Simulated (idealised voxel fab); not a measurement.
Documented hereafter: the process module known as voxel trench capacitor.
The cross-section on display is named cut; it measures 260 nm wide, and its cells are 5 nm squares.
Just so we're on the same page, the cross-sections are grids of square cells, and they're listed out in bands top to bottom, each band one or more rows deep.
For a band, the entry starts with two heights in nm, that of the top and then that of the bottom, and carries on with the band's materials in order from left to right, each alongside its width in nm; the word "all across" beside a single material means it fills the band edge to edge, and "empty" means empty space.
Height reference: 0 = level under which incoming wafer is all one material. Lowest band: no bottom, runs on downward, e.g. "0..down".
The width entry "30..40" should be interpreted row by row: the top row of cells in the band takes the first number, the bottom row takes the second number, and the change between adjacent rows is uniform throughout.
"stayed the same" means the step left every cell of the cross-section as it was.
Closed-off voids of 8+ cells (no open route to the top) go in "Sealed cavities", written width x height at distance from the left edge, in nm.
Past the settings on a step's line: simulator remark, on that step.
overlay nm, on a step with a mask: how far to the right of its planned place the mask lay; to the left if negative

# Planned process steps
1 RECEIVE | material Si
2 CONFORMAL_DEP | material SiN | thk nm 10
3 PATTERN | tone open | mask id TRENCH | material resist | width nm 25 | pitch nm 45 | thk nm 15 | overlay nm 0
4 DIRECTIONAL_ETCH | etch materials SiN | depth nm 10
5 DIRECTIONAL_ETCH | etch materials Si | depth nm 40
6 STRIP | etch materials resist
7 CONFORMAL_DEP | material Al2O3 | thk nm 5
8 CONFORMAL_DEP | material TiN | thk nm 5
9 FILL_DEP | material W | thk nm 5
10 CMP | height nm 0
The wafers are alike at the start. At step 10, their height nm differs. The plan lists the first wafer's value.

# So this is the first of several wafers, cross-sectioned as it came to us, meaning it's at the end of step 1
    0..down | Si all across
    Sealed cavities: none

# Wafer cross-section (first of several) - module end, post step 10 (last step)
    0..-30 | Si 50 / Al2O3 5 / TiN 5 / W 5 / TiN 5 / Al2O3 5 / Si 20 / Al2O3 5 / TiN 5 / W 5 / TiN 5 / Al2O3 5 / Si 20 / Al2O3 5 / TiN 5 / W 5 / TiN 5 / Al2O3 5 / Si 20 / Al2O3 5 / TiN 5 / W 5 / TiN 5 / Al2O3 5 / Si 50
    -30..-35 | Si 50 / Al2O3 5 / TiN 15 / Al2O3 5 / Si 20 / Al2O3 5 / TiN 15 / Al2O3 5 / Si 20 / Al2O3 5 / TiN 15 / Al2O3 5 / Si 20 / Al2O3 5 / TiN 15 / Al2O3 5 / Si 50
    -35..-40 | Si 50 / Al2O3 25 / Si 20 / Al2O3 25 / Si 20 / Al2O3 25 / Si 20 / Al2O3 25 / Si 50
    -40..down | Si all across
    Sealed cavities: none

# Cross-sectional view, end of module, last wafer of several
    25..20 | W all across
    20..15 | TiN 60 / W 5 / TiN 40 / W 5 / TiN 40 / W 5 / TiN 40 / W 5 / TiN 60
    15..10 | Al2O3 55 / TiN 5 / W 5 / TiN 5 / Al2O3 30 / TiN 5 / W 5 / TiN 5 / Al2O3 30 / TiN 5 / W 5 / TiN 5 / Al2O3 30 / TiN 5 / W 5 / TiN 5 / Al2O3 55
    10..0 | SiN 50 / Al2O3 5 / TiN 5 / W 5 / TiN 5 / Al2O3 5 / SiN 20 / Al2O3 5 / TiN 5 / W 5 / TiN 5 / Al2O3 5 / SiN 20 / Al2O3 5 / TiN 5 / W 5 / TiN 5 / Al2O3 5 / SiN 20 / Al2O3 5 / TiN 5 / W 5 / TiN 5 / Al2O3 5 / SiN 50
    0..-30 | Si 50 / Al2O3 5 / TiN 5 / W 5 / TiN 5 / Al2O3 5 / Si 20 / Al2O3 5 / TiN 5 / W 5 / TiN 5 / Al2O3 5 / Si 20 / Al2O3 5 / TiN 5 / W 5 / TiN 5 / Al2O3 5 / Si 20 / Al2O3 5 / TiN 5 / W 5 / TiN 5 / Al2O3 5 / Si 50
    -30..-35 | Si 50 / Al2O3 5 / TiN 15 / Al2O3 5 / Si 20 / Al2O3 5 / TiN 15 / Al2O3 5 / Si 20 / Al2O3 5 / TiN 15 / Al2O3 5 / Si 20 / Al2O3 5 / TiN 15 / Al2O3 5 / Si 50
    -35..-40 | Si 50 / Al2O3 25 / Si 20 / Al2O3 25 / Si 20 / Al2O3 25 / Si 20 / Al2O3 25 / Si 50
    -40..down | Si all across
    Sealed cavities: none

# The following table contains a row per wafer, in which are reported, at the conclusion of the module, the cells of each material gained (+) or lost (-) since the wafer's receipt, with its closed voids given thereafter
height nm 0 | +76 Al2O3 | -160 Si | +60 TiN | +24 W | Sealed cavities: none
height nm 5 | +84 Al2O3 | -160 Si | +32 SiN | +68 TiN | +28 W | Sealed cavities: none
height nm 10 | +92 Al2O3 | -160 Si | +64 SiN | +76 TiN | +32 W | Sealed cavities: none
height nm 15 | +132 Al2O3 | -160 Si | +64 SiN | +84 TiN | +36 W | Sealed cavities: none
height nm 20 | +132 Al2O3 | -160 Si | +64 SiN | +132 TiN | +40 W | Sealed cavities: none
height nm 25 | +132 Al2O3 | -160 Si | +64 SiN | +132 TiN | +92 W | Sealed cavities: none
